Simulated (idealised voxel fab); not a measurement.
The process module presented herein is designated voxel fin reveal.
In the cross-section labelled cut, the width is 185 nm and each square cell is 5 nm.
A cross-section is written here as square cells arranged in a grid, and it is given in bands from the top down, each band taking up one or more rows of cells.
For a band, the entry starts with two heights in nm, that of the top and then that of the bottom, and carries on with the band's materials in order from left to right, each alongside its width in nm; the word "everywhere" beside a single material means it fills the band edge to edge, and "empty" means empty space.
Height reference: 0 = level under which incoming wafer is all one material. Lowest band: no bottom, runs on downward, e.g. "0 -> down".
Width "30..40": first value at the band's top row of cells, second value at its bottom row, equal change from row to row.
The designation "stayed the same", where it is given for a processing step, indicates that no cell of the cross-section was altered in the course of that step.
"Enclosed empty spaces" lists enclosed empty spaces (at least 8 cells, no open path upward to the top), each as width x height at distance from the left edge, in nm.
Formally, on a step line, whatever follows the settings is a remark that the simulator itself makes on the step.
overlay nm: where the mask lay relative to plan, measured to the right, on steps with a mask; negatives go left.
-- Listed below are the process steps as planned
| 1 | op RECEIVE | material Si |
| 2 | op CONFORMAL_DEP | material SiN | thk nm 5 |
| 3 | op PATTERN | tone cover | mask id FINS | material resist | width nm 15 | pitch nm 40 | thk nm 15 | overlay nm 0 |
| 4 | op DIRECTIONAL_ETCH | etch materials SiN | depth nm 5 |
| 5 | op DIRECTIONAL_ETCH | etch materials Si | depth nm 40 |
| 6 | op STRIP | etch materials resist |
| 7 | op OXIDIZE | depth nm 5 |
| 8 | op FILL_DEP | material SiO2 | thk nm 5 |
| 9 | op CMP | height nm 5 |
| 10 | op SELECTIVE_ETCH | etch materials SiO2 | depth nm 35 |
| 11 | op STRIP | etch materials SiN |
-- Below: the first of two wafers, run as planned
-- Wafer as received: cross-section following step 1
0 -> down | Si everywhere
Enclosed empty spaces: none
-- Wafer after step 2 (cross-section)
5 -> 0 | SiN everywhere
below 0: unchanged
-- Wafer after step 3 (cross-section)
20 -> 5 | empty 45 | resist 15 | empty 25 | resist 15 | empty 25 | resist 15 | empty 45
below 5: unchanged
-- Wafer after step 4 (cross-section)
20 -> 5 | empty 45 | resist 15 | empty 25 | resist 15 | empty 25 | resist 15 | empty 45
5 -> 0 | empty 45 | SiN 15 | empty 25 | SiN 15 | empty 25 | SiN 15 | empty 45
below 0: unchanged
-- Wafer after step 5 (cross-section)
20 -> 5 | empty 45 | resist 15 | empty 25 | resist 15 | empty 25 | resist 15 | empty 45
5 -> 0 | empty 45 | SiN 15 | empty 25 | SiN 15 | empty 25 | SiN 15 | empty 45
0 -> -40 | empty 45 | Si 15 | empty 25 | Si 15 | empty 25 | Si 15 | empty 45
below -40: unchanged
-- Wafer after step 6 (cross-section)
5 -> 0 | empty 45 | SiN 15 | empty 25 | SiN 15 | empty 25 | SiN 15 | empty 45
below 0: unchanged
-- Wafer after step 7 (cross-section)
5 -> 0 | empty 45 | SiN 15 | empty 25 | SiN 15 | empty 25 | SiN 15 | empty 45
0 -> -40 | empty 45 | SiO2 5 | Si 5 | SiO2 5 | empty 25 | SiO2 5 | Si 5 | SiO2 5 | empty 25 | SiO2 5 | Si 5 | SiO2 5 | empty 45
-40 -> -45 | SiO2 50 | Si 5 | SiO2 35 | Si 5 | SiO2 35 | Si 5 | SiO2 50
below -45: unchanged
-- Wafer after step 8 (cross-section)
10 -> 5 | SiO2 everywhere
5 -> 0 | SiO2 45 | SiN 15 | SiO2 25 | SiN 15 | SiO2 25 | SiN 15 | SiO2 45
0 -> -45 | SiO2 50 | Si 5 | SiO2 35 | Si 5 | SiO2 35 | Si 5 | SiO2 50
below -45: unchanged
-- Wafer after step 9 (cross-section)
5 -> 0 | SiO2 45 | SiN 15 | SiO2 25 | SiN 15 | SiO2 25 | SiN 15 | SiO2 45
below 0: unchanged
-- Wafer after step 10 (cross-section)
5 -> 0 | empty 45 | SiN 15 | empty 25 | SiN 15 | empty 25 | SiN 15 | empty 45
0 -> -30 | empty 50 | Si 5 | empty 35 | Si 5 | empty 35 | Si 5 | empty 50
below -30: unchanged
-- Wafer after step 11 (cross-section)
0 -> -30 | empty 50 | Si 5 | empty 35 | Si 5 | empty 35 | Si 5 | empty 50
below -30: unchanged
-- Second wafer: same start and same plan as the first, one execution error; identical to the first through step 9
-- Second wafer profile in section, at the moment step 10 of the plan was meant to be complete
5 -> 0 | SiO2 45 | empty 15 | SiO2 25 | empty 15 | SiO2 25 | empty 15 | SiO2 45
below 0: unchanged
-- Second wafer profile in section, at the moment step 11 of the plan was meant to be complete
0 -> -30 | empty 50 | Si 5 | empty 35 | Si 5 | empty 35 | Si 5 | empty 50
-30 -> -35 | SiO2 10 | empty 40 | Si 5 | empty 35 | Si 5 | empty 35 | Si 5 | empty 40 | SiO2 10
below -35: unchanged
What was done differently from what was planned? steps 10 and 11 of the plan were each performed in the slot designated for the other
Final wafer comparison in cells, second versus first, more or fewer per material: 30 fewer of SiO2
